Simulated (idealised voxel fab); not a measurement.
Process module in this document: voxel ribs on slabs
The figure presents cross-section cut, which has a width of 140 nm and is divided into square cells with an edge length of 5 nm.
This document writes a cross-section as a grid whose cells are square, and gives it as bands, listed from the top down; one or more rows of cells form a band. Per band: top height and bottom height in nm, followed by the left-to-right materials and their widths in nm; "throughout" marks a single material spanning edge to edge, "air" marks empty space. For the purposes of this specification, 0 denotes the height below which the wafer in its as-received condition is composed wholly of one material, and the lowermost band, lacking a lower limit, extends downward without end, as expressed in "z 0 and below". It should be noted that a width expressed as "30..40" varies in equal increments from row to row of cells within the band, taking the value of the first number at the top row and that of the second number at the bottom row. Step marked "no change"? Then no cell in the cross-section changed in it. Basically, "Closed empty spaces" tells you about the enclosed voids: empty spaces with no open way to the top, 8 cells or bigger, each written width x height at distance, where distance is from the left edge, all in nm. Text after the settings on a step's line: the simulator's own remark on that step. The setting "overlay nm" may be written on the line of a step. When the step uses a mask, the value reports how far to the right of the planned place the mask lay, and a negative value reports that it lay to the left.
Listed below are the process steps as planned:
1,RECEIVE with material Si
2,DIRECTIONAL_DEP with material SiO2, thk nm 20
3,DIRECTIONAL_DEP with material polySi, thk nm 25
4,PATTERN with tone cover, mask id RIB, material resist, width nm 30, thk nm 15, overlay nm 0
5,DIRECTIONAL_ETCH with etch materials polySi, depth nm 10
6,STRIP with etch materials resist
7,DIRECTIONAL_DEP with material aC, thk nm 15
8,PATTERN with tone cover, mask id SLAB, material resist, width nm 90, thk nm 30, overlay nm -10
9,DIRECTIONAL_ETCH with etch materials aC, depth nm 15
10,STRIP with etch materials resist
11,DIRECTIONAL_ETCH with etch materials polySi, depth nm 15
12,STRIP with etch materials aC
13,FILL_DEP with material SiO2, thk nm 25
14,CMP with height nm 60
15,DIRECTIONAL_DEP with material W, thk nm 10
16,MASKED_ETCH with tone cover, mask id HEATER, width nm 40, etch materials W, depth nm 10, overlay nm 0
17,CONFORMAL_DEP with material SiN, thk nm 10
It is noted that the wafers described herein are identical at the outset and are distinguished by the overlay nm of step 8; the value stated in the plan corresponds to the first wafer.
Cross-section of the first of several wafers on receipt, reflecting completion of step 1:
    z 0 and below | Si throughout
    Closed empty spaces: none
The table below has one row for each wafer; a row shows, as of the end of the module, how many cells of each material the wafer has gained, marked (+), or lost, marked (-), since it was received, and then the wafer's closed voids:
overlay nm -10, +64 SiN, +270 SiO2, +16 W, +66 polySi, Closed empty spaces: none
overlay nm -5, +64 SiN, +270 SiO2, +16 W, +66 polySi, Closed empty spaces: none
overlay nm 0, +64 SiN, +270 SiO2, +16 W, +66 polySi, Closed empty spaces: none
overlay nm 5, +64 SiN, +270 SiO2, +16 W, +66 polySi, Closed empty spaces: none
overlay nm 10, +64 SiN, +270 SiO2, +16 W, +66 polySi, Closed empty spaces: none
